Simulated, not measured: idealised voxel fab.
This section sets out a process module, namely voxel wiring stack.
The figure presents cross-section cut, which has a width of 180 nm and is divided into square cells with an edge length of 5 nm.
The cross-sections in this document take the form of a grid made of square cells. They are written out as bands, in order from top to bottom. Each band consists of one or more rows of cells. Heads up on the band format: heights come first, top then bottom, in nm. After that it's the materials left to right, each with its width in nm. A single material flagged "edge to edge" fills the whole band edge to edge, and "blank" means there's empty space there. Below 0: as-received wafer, all one material; heights counted from there. Lowest band: no bottom, goes on down, written "0..down". With a width like "30 to 40", each row of cells in the band differs from the next by the same amount, the top row carrying the first number and the bottom row the second. Any step labelled "nothing different" changed none of the cells in the cross-section. Voids not open to the top, 8 cells minimum: see "Enclosed cavities". Written width x height at distance; distance is from the left edge; nm. If you see something after the settings on a step's line, that's the simulator's own remark about that step. A step's line can hold "overlay nm"; with a mask on that step, the setting says how far right of the planned place the mask lay, while a negative setting says it lay to the left.

## Planned process steps
1 RECEIVE (material Si)
2 CONFORMAL_DEP (material SiO2; thk nm 10)
3 CONFORMAL_DEP (material SiN; thk nm 5)
4 DIRECTIONAL_DEP (material SiO2; thk nm 25)
5 MASKED_ETCH (tone open; mask id METAL_1; width nm 30; pitch nm 55; etch materials SiO2; depth nm 25; overlay nm 0)
6 MASKED_ETCH (tone open; mask id METAL_1; width nm 30; pitch nm 55; etch materials SiN; depth nm 5; overlay nm 0)
7 CONFORMAL_DEP (material TiN; thk nm 5)
8 FILL_DEP (material Cu; thk nm 5)
9 CMP (height nm 40)
10 CONFORMAL_DEP (material SiCN; thk nm 5)
11 DIRECTIONAL_DEP (material lowk; thk nm 15)
12 DIRECTIONAL_DEP (material aC; thk nm 15)
13 PATTERN (tone open; mask id PLUG_1; material resist; width nm 15; thk nm 35; overlay nm 0)
14 DIRECTIONAL_ETCH (etch materials aC; depth nm 15)
15 STRIP (etch materials resist)
16 DIRECTIONAL_ETCH (etch materials lowk; depth nm 15)
17 DIRECTIONAL_ETCH (etch materials SiCN; depth nm 5)
18 STRIP (etch materials aC)
19 EPI (material Ru; thk nm 10)
20 EPI (material Ru; thk nm 10)
21 CONFORMAL_DEP (material SiCN; thk nm 5)
22 DIRECTIONAL_DEP (material SiO2; thk nm 15)
23 DIRECTIONAL_DEP (material aC; thk nm 15)
24 PATTERN (tone open; mask id METAL_2; material resist; width nm 30; pitch nm 55; thk nm 35; overlay nm 0)
25 DIRECTIONAL_ETCH (etch materials aC; depth nm 15)
26 STRIP (etch materials resist)
27 DIRECTIONAL_ETCH (etch materials SiO2; depth nm 15)
28 DIRECTIONAL_ETCH (etch materials SiCN; depth nm 5)
29 STRIP (etch materials aC)
30 CONFORMAL_DEP (material TiN; thk nm 5)
31 FILL_DEP (material W; thk nm 10)
32 CMP (height nm 80)
33 CONFORMAL_DEP (material SiCN; thk nm 5)
34 DIRECTIONAL_DEP (material SiO2; thk nm 15)
35 DIRECTIONAL_DEP (material aC; thk nm 15)
36 PATTERN (tone open; mask id PLUG_2; material resist; width nm 15; pitch nm 55; thk nm 30; overlay nm 0)
37 DIRECTIONAL_ETCH (etch materials aC; depth nm 15)
38 STRIP (etch materials resist)
39 DIRECTIONAL_ETCH (etch materials SiO2; depth nm 15)
40 DIRECTIONAL_ETCH (etch materials SiCN; depth nm 5)
41 STRIP (etch materials aC)
42 CONFORMAL_DEP (material TiN; thk nm 5)
43 FILL_DEP (material Ru; thk nm 5)
44 CMP (height nm 100)
45 DIRECTIONAL_DEP (material TiN; thk nm 5)
46 DIRECTIONAL_DEP (material Ru; thk nm 25)
47 MASKED_ETCH (tone cover; mask id METAL_3; width nm 30; pitch nm 55; etch materials Ru; depth nm 25; overlay nm 0)
48 MASKED_ETCH (tone cover; mask id METAL_3; width nm 30; pitch nm 55; etch materials TiN; depth nm 5; overlay nm 0)
49 CONFORMAL_DEP (material SiCN; thk nm 5)
50 FILL_DEP (material SiO2; thk nm 5)
51 CMP (height nm 130)
52 CONFORMAL_DEP (material SiCN; thk nm 5)
53 DIRECTIONAL_DEP (material lowk; thk nm 25)
54 PATTERN (tone open; mask id METAL_4_HOLES; material resist; width nm 15; pitch nm 55; thk nm 15; overlay nm 0)
55 DIRECTIONAL_ETCH (etch materials lowk; depth nm 25)
56 STRIP (etch materials resist)
57 MASKED_ETCH (tone open; mask id METAL_4; width nm 30; pitch nm 55; etch materials lowk; depth nm 15; overlay nm 0)
58 MASKED_ETCH (tone open; mask id METAL_4; width nm 30; pitch nm 55; etch materials SiCN; depth nm 5; overlay nm 0)
59 CONFORMAL_DEP (material TiN; thk nm 5)
60 FILL_DEP (material Cu; thk nm 10)
61 CMP (height nm 160)
62 CONFORMAL_DEP (material SiCN; thk nm 5)

## Wafer, first of two, run as planned

## Cross-sectional view of the wafer in its as-received condition, corresponding to the state after step 1
* 0..down: Si edge to edge
* Enclosed cavities: none

## after step 2
* 10..0: SiO2 edge to edge
* Under 0: no change, same as before.

## after step 3
* 15..10: SiN edge to edge
* Under 10: no change, same as before.

## after step 4
* 40..15: SiO2 edge to edge
* Under 15: no change, same as before.

## after step 5
* 40..15: SiO2=45 / blank=30 / SiO2=25 / blank=30 / SiO2=50
* Under 15: no change, same as before.

## after step 6
* 40..15: SiO2=45 / blank=30 / SiO2=25 / blank=30 / SiO2=50
* 15..10: SiN=45 / blank=30 / SiN=25 / blank=30 / SiN=50
* Under 10: no change, same as before.

## after step 7
* 45..40: TiN=50 / blank=20 / TiN=35 / blank=20 / TiN=55
* 40..15: SiO2=45 / TiN=5 / blank=20 / TiN=5 / SiO2=25 / TiN=5 / blank=20 / TiN=5 / SiO2=50
* 15..10: SiN=45 / TiN=30 / SiN=25 / TiN=30 / SiN=50
* Under 10: no change, same as before.

## after step 8
* 50..45: Cu edge to edge
* 45..40: TiN=50 / Cu=20 / TiN=35 / Cu=20 / TiN=55
* 40..15: SiO2=45 / TiN=5 / Cu=20 / TiN=5 / SiO2=25 / TiN=5 / Cu=20 / TiN=5 / SiO2=50
* Under 15: no change, same as before.

## after step 9
* 40..15: SiO2=45 / TiN=5 / Cu=20 / TiN=5 / SiO2=25 / TiN=5 / Cu=20 / TiN=5 / SiO2=50
* Under 15: no change, same as before.

## after step 10
* 45..40: SiCN edge to edge
* Under 40: no change, same as before.

## after step 11
* 60..45: lowk edge to edge
* Under 45: no change, same as before.

## after step 12
* 75..60: aC edge to edge
* Under 60: no change, same as before.

## after step 13
* 110..75: resist=45 / blank=15 / resist=120
* Under 75: no change, same as before.

## after step 14
* 95..75: resist=45 / blank=15 / resist=120
* 75..60: aC=45 / blank=15 / aC=120
* Under 60: no change, same as before.

## after step 15
* 75..60: aC=45 / blank=15 / aC=120
* Under 60: no change, same as before.

## after step 16
* 75..60: aC=45 / blank=15 / aC=120
* 60..45: lowk=45 / blank=15 / lowk=120
* Under 45: no change, same as before.

## after step 17
* 75..60: aC=45 / blank=15 / aC=120
* 60..45: lowk=45 / blank=15 / lowk=120
* 45..40: SiCN=45 / blank=15 / SiCN=120
* Under 40: no change, same as before.

## after step 18
* 60..45: lowk=45 / blank=15 / lowk=120
* Under 45: no change, same as before.

## after step 19
* 60..50: lowk=45 / blank=15 / lowk=120
* 50..45: lowk=45 / Ru=15 / lowk=120
* 45..40: SiCN=45 / Ru=15 / SiCN=120
* Under 40: no change, same as before.

## after step 20
* 60..45: lowk=45 / Ru=15 / lowk=120
* Under 45: no change, same as before.

## after step 21
* 65..60: SiCN edge to edge
* Under 60: no change, same as before.

## after step 22
* 80..65: SiO2 edge to edge
* Under 65: no change, same as before.

## after step 23
* 95..80: aC edge to edge
* Under 80: no change, same as before.

## after step 24
* 130..95: resist=45 / blank=30 / resist=25 / blank=30 / resist=50
* Under 95: no change, same as before.

## after step 25
* 115..95: resist=45 / blank=30 / resist=25 / blank=30 / resist=50
* 95..80: aC=45 / blank=30 / aC=25 / blank=30 / aC=50
* Under 80: no change, same as before.

## after step 26
* 95..80: aC=45 / blank=30 / aC=25 / blank=30 / aC=50
* Under 80: no change, same as before.

## after step 27
* 95..80: aC=45 / blank=30 / aC=25 / blank=30 / aC=50
* 80..65: SiO2=45 / blank=30 / SiO2=25 / blank=30 / SiO2=50
* Under 65: no change, same as before.

## after step 28
* 95..80: aC=45 / blank=30 / aC=25 / blank=30 / aC=50
* 80..65: SiO2=45 / blank=30 / SiO2=25 / blank=30 / SiO2=50
* 65..60: SiCN=45 / blank=30 / SiCN=25 / blank=30 / SiCN=50
* Under 60: no change, same as before.

## after step 29
* 80..65: SiO2=45 / blank=30 / SiO2=25 / blank=30 / SiO2=50
* Under 65: no change, same as before.

## after step 30
* 85..80: TiN=50 / blank=20 / TiN=35 / blank=20 / TiN=55
* 80..65: SiO2=45 / TiN=5 / blank=20 / TiN=5 / SiO2=25 / TiN=5 / blank=20 / TiN=5 / SiO2=50
* 65..60: SiCN=45 / TiN=30 / SiCN=25 / TiN=30 / SiCN=50
* Under 60: no change, same as before.

## after step 31
* 95..85: W edge to edge
* 85..80: TiN=50 / W=20 / TiN=35 / W=20 / TiN=55
* 80..65: SiO2=45 / TiN=5 / W=20 / TiN=5 / SiO2=25 / TiN=5 / W=20 / TiN=5 / SiO2=50
* Under 65: no change, same as before.

## after step 32
* 80..65: SiO2=45 / TiN=5 / W=20 / TiN=5 / SiO2=25 / TiN=5 / W=20 / TiN=5 / SiO2=50
* Under 65: no change, same as before.

## after step 33
* 85..80: SiCN edge to edge
* Under 80: no change, same as before.

## after step 34
* 100..85: SiO2 edge to edge
* Under 85: no change, same as before.

## after step 35
* 115..100: aC edge to edge
* Under 100: no change, same as before.

## after step 36
* 145..115: resist=45 / blank=15 / resist=40 / blank=15 / resist=65
* Under 115: no change, same as before.

## after step 37
* 130..115: resist=45 / blank=15 / resist=40 / blank=15 / resist=65
* 115..100: aC=45 / blank=15 / aC=40 / blank=15 / aC=65
* Under 100: no change, same as before.

## after step 38
* 115..100: aC=45 / blank=15 / aC=40 / blank=15 / aC=65
* Under 100: no change, same as before.

## after step 39
* 115..100: aC=45 / blank=15 / aC=40 / blank=15 / aC=65
* 100..85: SiO2=45 / blank=15 / SiO2=40 / blank=15 / SiO2=65
* Under 85: no change, same as before.

## after step 40
* 115..100: aC=45 / blank=15 / aC=40 / blank=15 / aC=65
* 100..85: SiO2=45 / blank=15 / SiO2=40 / blank=15 / SiO2=65
* 85..80: SiCN=45 / blank=15 / SiCN=40 / blank=15 / SiCN=65
* Under 80: no change, same as before.

## after step 41
* 100..85: SiO2=45 / blank=15 / SiO2=40 / blank=15 / SiO2=65
* Under 85: no change, same as before.

## after step 42
* 105..100: TiN=50 / blank=5 / TiN=50 / blank=5 / TiN=70
* 100..85: SiO2=45 / TiN=5 / blank=5 / TiN=5 / SiO2=40 / TiN=5 / blank=5 / TiN=5 / SiO2=65
* 85..80: SiCN=45 / TiN=15 / SiCN=40 / TiN=15 / SiCN=65
* Under 80: no change, same as before.

## after step 43
* 110..105: Ru edge to edge
* 105..100: TiN=50 / Ru=5 / TiN=50 / Ru=5 / TiN=70
* 100..85: SiO2=45 / TiN=5 / Ru=5 / TiN=5 / SiO2=40 / TiN=5 / Ru=5 / TiN=5 / SiO2=65
* Under 85: no change, same as before.

## after step 44
* 100..85: SiO2=45 / TiN=5 / Ru=5 / TiN=5 / SiO2=40 / TiN=5 / Ru=5 / TiN=5 / SiO2=65
* Under 85: no change, same as before.

## after step 45
* 105..100: TiN edge to edge
* Under 100: no change, same as before.

## after step 46
* 130..105: Ru edge to edge
* Under 105: no change, same as before.

## after step 47
* 130..105: blank=45 / Ru=30 / blank=25 / Ru=30 / blank=50
* Under 105: no change, same as before.

## after step 48
* 130..105: blank=45 / Ru=30 / blank=25 / Ru=30 / blank=50
* 105..100: blank=45 / TiN=30 / blank=25 / TiN=30 / blank=50
* Under 100: no change, same as before.

## after step 49
* 135..130: blank=40 / SiCN=40 / blank=15 / SiCN=40 / blank=45
* 130..105: blank=40 / SiCN=5 / Ru=30 / SiCN=5 / blank=15 / SiCN=5 / Ru=30 / SiCN=5 / blank=45
* 105..100: SiCN=45 / TiN=30 / SiCN=25 / TiN=30 / SiCN=50
* Under 100: no change, same as before.

## after step 50
* 140..135: SiO2 edge to edge
* 135..130: SiO2=40 / SiCN=40 / SiO2=15 / SiCN=40 / SiO2=45
* 130..105: SiO2=40 / SiCN=5 / Ru=30 / SiCN=5 / SiO2=15 / SiCN=5 / Ru=30 / SiCN=5 / SiO2=45
* Under 105: no change, same as before.

## after step 51
* 130..105: SiO2=40 / SiCN=5 / Ru=30 / SiCN=5 / SiO2=15 / SiCN=5 / Ru=30 / SiCN=5 / SiO2=45
* Under 105: no change, same as before.

## after step 52
* 135..130: SiCN edge to edge
* Under 130: no change, same as before.

## after step 53
* 160..135: lowk edge to edge
* Under 135: no change, same as before.

## after step 54
* 175..160: resist=45 / blank=15 / resist=40 / blank=15 / resist=65
* Under 160: no change, same as before.

## after step 55
* 175..160: resist=45 / blank=15 / resist=40 / blank=15 / resist=65
* 160..135: lowk=45 / blank=15 / lowk=40 / blank=15 / lowk=65
* Under 135: no change, same as before.

## after step 56
* 160..135: lowk=45 / blank=15 / lowk=40 / blank=15 / lowk=65
* Under 135: no change, same as before.

## after step 57
* 160..145: lowk=45 / blank=30 / lowk=25 / blank=30 / lowk=50
* Under 145: no change, same as before.

## after step 58
* 160..145: lowk=45 / blank=30 / lowk=25 / blank=30 / lowk=50
* 145..135: lowk=45 / blank=15 / lowk=40 / blank=15 / lowk=65
* 135..130: SiCN=45 / blank=15 / SiCN=40 / blank=15 / SiCN=65
* Under 130: no change, same as before.

## after step 59
* 165..160: TiN=50 / blank=20 / TiN=35 / blank=20 / TiN=55
* 160..150: lowk=45 / TiN=5 / blank=20 / TiN=5 / lowk=25 / TiN=5 / blank=20 / TiN=5 / lowk=50
* 150..145: lowk=45 / TiN=5 / blank=5 / TiN=20 / lowk=25 / TiN=5 / blank=5 / TiN=20 / lowk=50
* 145..135: lowk=45 / TiN=5 / blank=5 / TiN=5 / lowk=40 / TiN=5 / blank=5 / TiN=5 / lowk=65
* 135..130: SiCN=45 / TiN=15 / SiCN=40 / TiN=15 / SiCN=65
* Under 130: no change, same as before.

## after step 60
* 175..165: Cu edge to edge
* 165..160: TiN=50 / Cu=20 / TiN=35 / Cu=20 / TiN=55
* 160..150: lowk=45 / TiN=5 / Cu=20 / TiN=5 / lowk=25 / TiN=5 / Cu=20 / TiN=5 / lowk=50
* 150..145: lowk=45 / TiN=5 / Cu=5 / TiN=20 / lowk=25 / TiN=5 / Cu=5 / TiN=20 / lowk=50
* 145..135: lowk=45 / TiN=5 / Cu=5 / TiN=5 / lowk=40 / TiN=5 / Cu=5 / TiN=5 / lowk=65
* Under 135: no change, same as before.

## after step 61
* 160..150: lowk=45 / TiN=5 / Cu=20 / TiN=5 / lowk=25 / TiN=5 / Cu=20 / TiN=5 / lowk=50
* Under 150: no change, same as before.

## after step 62
* 165..160: SiCN edge to edge
* Under 160: no change, same as before.

## The second wafer began exactly as the first did and followed the same plan, but one mistake was made while running it; through step 5 inclusive, the two wafers are identical

## Second wafer, sectioned view, at step 6's planned end time
* 40..15: SiO2=45 / blank=30 / SiO2=25 / blank=30 / SiO2=50
* 15..10: SiN=45 / blank=25 / SiN=30 / blank=25 / SiN=55
* Under 10: no change, same as before.

## Second wafer, sectioned view, at step 7's planned end time
* 45..40: TiN=50 / blank=20 / TiN=35 / blank=20 / TiN=55
* 40..20: SiO2=45 / TiN=5 / blank=20 / TiN=5 / SiO2=25 / TiN=5 / blank=20 / TiN=5 / SiO2=50
* 20..15: SiO2=45 / TiN=5 / blank=15 / TiN=10 / SiO2=25 / TiN=5 / blank=15 / TiN=10 / SiO2=50
* 15..10: SiN=45 / TiN=25 / SiN=30 / TiN=25 / SiN=55
* Under 10: no change, same as before.

## Second wafer, sectioned view, at step 8's planned end time
* 50..45: Cu edge to edge
* 45..40: TiN=50 / Cu=20 / TiN=35 / Cu=20 / TiN=55
* 40..20: SiO2=45 / TiN=5 / Cu=20 / TiN=5 / SiO2=25 / TiN=5 / Cu=20 / TiN=5 / SiO2=50
* 20..15: SiO2=45 / TiN=5 / Cu=15 / TiN=10 / SiO2=25 / TiN=5 / Cu=15 / TiN=10 / SiO2=50
* Under 15: no change, same as before.

## Second wafer, sectioned view, at step 9's planned end time
* 40..20: SiO2=45 / TiN=5 / Cu=20 / TiN=5 / SiO2=25 / TiN=5 / Cu=20 / TiN=5 / SiO2=50
* Under 20: no change, same as before.

## Second wafer, sectioned view, at step 10's planned end time
* 45..40: SiCN edge to edge
* Under 40: no change, same as before.

## Second wafer, sectioned view, at step 11's planned end time
* 60..45: lowk edge to edge
* Under 45: no change, same as before.

## Second wafer, sectioned view, at step 12's planned end time
* 75..60: aC edge to edge
* Under 60: no change, same as before.

## Second wafer, sectioned view, at step 13's planned end time
* 110..75: resist=45 / blank=15 / resist=120
* Under 75: no change, same as before.

## Second wafer, sectioned view, at step 14's planned end time
* 95..75: resist=45 / blank=15 / resist=120
* 75..60: aC=45 / blank=15 / aC=120
* Under 60: no change, same as before.

## Second wafer, sectioned view, at step 15's planned end time
* 75..60: aC=45 / blank=15 / aC=120
* Under 60: no change, same as before.

## Second wafer, sectioned view, at step 16's planned end time
* 75..60: aC=45 / blank=15 / aC=120
* 60..45: lowk=45 / blank=15 / lowk=120
* Under 45: no change, same as before.

## Second wafer, sectioned view, at step 17's planned end time
* 75..60: aC=45 / blank=15 / aC=120
* 60..45: lowk=45 / blank=15 / lowk=120
* 45..40: SiCN=45 / blank=15 / SiCN=120
* Under 40: no change, same as before.

## Second wafer, sectioned view, at step 18's planned end time
* 60..45: lowk=45 / blank=15 / lowk=120
* Under 45: no change, same as before.

## Second wafer, sectioned view, at step 19's planned end time
* 60..50: lowk=45 / blank=15 / lowk=120
* 50..45: lowk=45 / Ru=15 / lowk=120
* 45..40: SiCN=45 / Ru=15 / SiCN=120
* Under 40: no change, same as before.

## Second wafer, sectioned view, at step 20's planned end time
* 60..45: lowk=45 / Ru=15 / lowk=120
* Under 45: no change, same as before.

## Second wafer, sectioned view, at step 21's planned end time
* 65..60: SiCN edge to edge
* Under 60: no change, same as before.

## Second wafer, sectioned view, at step 22's planned end time
* 80..65: SiO2 edge to edge
* Under 65: no change, same as before.

## Second wafer, sectioned view, at step 23's planned end time
* 95..80: aC edge to edge
* Under 80: no change, same as before.

## Second wafer, sectioned view, at step 24's planned end time
* 130..95: resist=45 / blank=30 / resist=25 / blank=30 / resist=50
* Under 95: no change, same as before.

## Second wafer, sectioned view, at step 25's planned end time
* 115..95: resist=45 / blank=30 / resist=25 / blank=30 / resist=50
* 95..80: aC=45 / blank=30 / aC=25 / blank=30 / aC=50
* Under 80: no change, same as before.

## Second wafer, sectioned view, at step 26's planned end time
* 95..80: aC=45 / blank=30 / aC=25 / blank=30 / aC=50
* Under 80: no change, same as before.

## Second wafer, sectioned view, at step 27's planned end time
* 95..80: aC=45 / blank=30 / aC=25 / blank=30 / aC=50
* 80..65: SiO2=45 / blank=30 / SiO2=25 / blank=30 / SiO2=50
* Under 65: no change, same as before.

## Second wafer, sectioned view, at step 28's planned end time
* 95..80: aC=45 / blank=30 / aC=25 / blank=30 / aC=50
* 80..65: SiO2=45 / blank=30 / SiO2=25 / blank=30 / SiO2=50
* 65..60: SiCN=45 / blank=30 / SiCN=25 / blank=30 / SiCN=50
* Under 60: no change, same as before.

## Second wafer, sectioned view, at step 29's planned end time
* 80..65: SiO2=45 / blank=30 / SiO2=25 / blank=30 / SiO2=50
* Under 65: no change, same as before.

## Second wafer, sectioned view, at step 30's planned end time
* 85..80: TiN=50 / blank=20 / TiN=35 / blank=20 / TiN=55
* 80..65: SiO2=45 / TiN=5 / blank=20 / TiN=5 / SiO2=25 / TiN=5 / blank=20 / TiN=5 / SiO2=50
* 65..60: SiCN=45 / TiN=30 / SiCN=25 / TiN=30 / SiCN=50
* Under 60: no change, same as before.

## Second wafer, sectioned view, at step 31's planned end time
* 95..85: W edge to edge
* 85..80: TiN=50 / W=20 / TiN=35 / W=20 / TiN=55
* 80..65: SiO2=45 / TiN=5 / W=20 / TiN=5 / SiO2=25 / TiN=5 / W=20 / TiN=5 / SiO2=50
* Under 65: no change, same as before.

## Second wafer, sectioned view, at step 32's planned end time
* 80..65: SiO2=45 / TiN=5 / W=20 / TiN=5 / SiO2=25 / TiN=5 / W=20 / TiN=5 / SiO2=50
* Under 65: no change, same as before.

## Second wafer, sectioned view, at step 33's planned end time
* 85..80: SiCN edge to edge
* Under 80: no change, same as before.

## Second wafer, sectioned view, at step 34's planned end time
* 100..85: SiO2 edge to edge
* Under 85: no change, same as before.

## Second wafer, sectioned view, at step 35's planned end time
* 115..100: aC edge to edge
* Under 100: no change, same as before.

## Second wafer, sectioned view, at step 36's planned end time
* 145..115: resist=45 / blank=15 / resist=40 / blank=15 / resist=65
* Under 115: no change, same as before.

## Second wafer, sectioned view, at step 37's planned end time
* 130..115: resist=45 / blank=15 / resist=40 / blank=15 / resist=65
* 115..100: aC=45 / blank=15 / aC=40 / blank=15 / aC=65
* Under 100: no change, same as before.

## Second wafer, sectioned view, at step 38's planned end time
* 115..100: aC=45 / blank=15 / aC=40 / blank=15 / aC=65
* Under 100: no change, same as before.

## Second wafer, sectioned view, at step 39's planned end time
* 115..100: aC=45 / blank=15 / aC=40 / blank=15 / aC=65
* 100..85: SiO2=45 / blank=15 / SiO2=40 / blank=15 / SiO2=65
* Under 85: no change, same as before.

## Second wafer, sectioned view, at step 40's planned end time
* 115..100: aC=45 / blank=15 / aC=40 / blank=15 / aC=65
* 100..85: SiO2=45 / blank=15 / SiO2=40 / blank=15 / SiO2=65
* 85..80: SiCN=45 / blank=15 / SiCN=40 / blank=15 / SiCN=65
* Under 80: no change, same as before.

## Second wafer, sectioned view, at step 41's planned end time
* 100..85: SiO2=45 / blank=15 / SiO2=40 / blank=15 / SiO2=65
* Under 85: no change, same as before.

## Second wafer, sectioned view, at step 42's planned end time
* 105..100: TiN=50 / blank=5 / TiN=50 / blank=5 / TiN=70
* 100..85: SiO2=45 / TiN=5 / blank=5 / TiN=5 / SiO2=40 / TiN=5 / blank=5 / TiN=5 / SiO2=65
* 85..80: SiCN=45 / TiN=15 / SiCN=40 / TiN=15 / SiCN=65
* Under 80: no change, same as before.

## Second wafer, sectioned view, at step 43's planned end time
* 110..105: Ru edge to edge
* 105..100: TiN=50 / Ru=5 / TiN=50 / Ru=5 / TiN=70
* 100..85: SiO2=45 / TiN=5 / Ru=5 / TiN=5 / SiO2=40 / TiN=5 / Ru=5 / TiN=5 / SiO2=65
* Under 85: no change, same as before.

## Second wafer, sectioned view, at step 44's planned end time
* 100..85: SiO2=45 / TiN=5 / Ru=5 / TiN=5 / SiO2=40 / TiN=5 / Ru=5 / TiN=5 / SiO2=65
* Under 85: no change, same as before.

## Second wafer, sectioned view, at step 45's planned end time
* 105..100: TiN edge to edge
* Under 100: no change, same as before.

## Second wafer, sectioned view, at step 46's planned end time
* 130..105: Ru edge to edge
* Under 105: no change, same as before.

## Second wafer, sectioned view, at step 47's planned end time
* 130..105: blank=45 / Ru=30 / blank=25 / Ru=30 / blank=50
* Under 105: no change, same as before.

## Second wafer, sectioned view, at step 48's planned end time
* 130..105: blank=45 / Ru=30 / blank=25 / Ru=30 / blank=50
* 105..100: blank=45 / TiN=30 / blank=25 / TiN=30 / blank=50
* Under 100: no change, same as before.

## Second wafer, sectioned view, at step 49's planned end time
* 135..130: blank=40 / SiCN=40 / blank=15 / SiCN=40 / blank=45
* 130..105: blank=40 / SiCN=5 / Ru=30 / SiCN=5 / blank=15 / SiCN=5 / Ru=30 / SiCN=5 / blank=45
* 105..100: SiCN=45 / TiN=30 / SiCN=25 / TiN=30 / SiCN=50
* Under 100: no change, same as before.

## Second wafer, sectioned view, at step 50's planned end time
* 140..135: SiO2 edge to edge
* 135..130: SiO2=40 / SiCN=40 / SiO2=15 / SiCN=40 / SiO2=45
* 130..105: SiO2=40 / SiCN=5 / Ru=30 / SiCN=5 / SiO2=15 / SiCN=5 / Ru=30 / SiCN=5 / SiO2=45
* Under 105: no change, same as before.

## Second wafer, sectioned view, at step 51's planned end time
* 130..105: SiO2=40 / SiCN=5 / Ru=30 / SiCN=5 / SiO2=15 / SiCN=5 / Ru=30 / SiCN=5 / SiO2=45
* Under 105: no change, same as before.

## Second wafer, sectioned view, at step 52's planned end time
* 135..130: SiCN edge to edge
* Under 130: no change, same as before.

## Second wafer, sectioned view, at step 53's planned end time
* 160..135: lowk edge to edge
* Under 135: no change, same as before.

## Second wafer, sectioned view, at step 54's planned end time
* 175..160: resist=45 / blank=15 / resist=40 / blank=15 / resist=65
* Under 160: no change, same as before.

## Second wafer, sectioned view, at step 55's planned end time
* 175..160: resist=45 / blank=15 / resist=40 / blank=15 / resist=65
* 160..135: lowk=45 / blank=15 / lowk=40 / blank=15 / lowk=65
* Under 135: no change, same as before.

## Second wafer, sectioned view, at step 56's planned end time
* 160..135: lowk=45 / blank=15 / lowk=40 / blank=15 / lowk=65
* Under 135: no change, same as before.

## Second wafer, sectioned view, at step 57's planned end time
* 160..145: lowk=45 / blank=30 / lowk=25 / blank=30 / lowk=50
* Under 145: no change, same as before.

## Second wafer, sectioned view, at step 58's planned end time
* 160..145: lowk=45 / blank=30 / lowk=25 / blank=30 / lowk=50
* 145..135: lowk=45 / blank=15 / lowk=40 / blank=15 / lowk=65
* 135..130: SiCN=45 / blank=15 / SiCN=40 / blank=15 / SiCN=65
* Under 130: no change, same as before.

## Second wafer, sectioned view, at step 59's planned end time
* 165..160: TiN=50 / blank=20 / TiN=35 / blank=20 / TiN=55
* 160..150: lowk=45 / TiN=5 / blank=20 / TiN=5 / lowk=25 / TiN=5 / blank=20 / TiN=5 / lowk=50
* 150..145: lowk=45 / TiN=5 / blank=5 / TiN=20 / lowk=25 / TiN=5 / blank=5 / TiN=20 / lowk=50
* 145..135: lowk=45 / TiN=5 / blank=5 / TiN=5 / lowk=40 / TiN=5 / blank=5 / TiN=5 / lowk=65
* 135..130: SiCN=45 / TiN=15 / SiCN=40 / TiN=15 / SiCN=65
* Under 130: no change, same as before.

## Second wafer, sectioned view, at step 60's planned end time
* 175..165: Cu edge to edge
* 165..160: TiN=50 / Cu=20 / TiN=35 / Cu=20 / TiN=55
* 160..150: lowk=45 / TiN=5 / Cu=20 / TiN=5 / lowk=25 / TiN=5 / Cu=20 / TiN=5 / lowk=50
* 150..145: lowk=45 / TiN=5 / Cu=5 / TiN=20 / lowk=25 / TiN=5 / Cu=5 / TiN=20 / lowk=50
* 145..135: lowk=45 / TiN=5 / Cu=5 / TiN=5 / lowk=40 / TiN=5 / Cu=5 / TiN=5 / lowk=65
* Under 135: no change, same as before.

## Second wafer, sectioned view, at step 61's planned end time
* 160..150: lowk=45 / TiN=5 / Cu=20 / TiN=5 / lowk=25 / TiN=5 / Cu=20 / TiN=5 / lowk=50
* Under 150: no change, same as before.

## Second wafer, sectioned view, at step 62's planned end time
* 165..160: SiCN edge to edge
* Under 160: no change, same as before.
Where did the run depart from the plan? note that step 6 departed from the planned setting and was carried out as MASKED_ETCH (tone open; mask id METAL_1; width nm 30; pitch nm 55; etch materials SiN; depth nm 5; overlay nm -5)
End of process, cell counts, second wafer against first, materials with more or fewer: Cu -2 | SiN +2
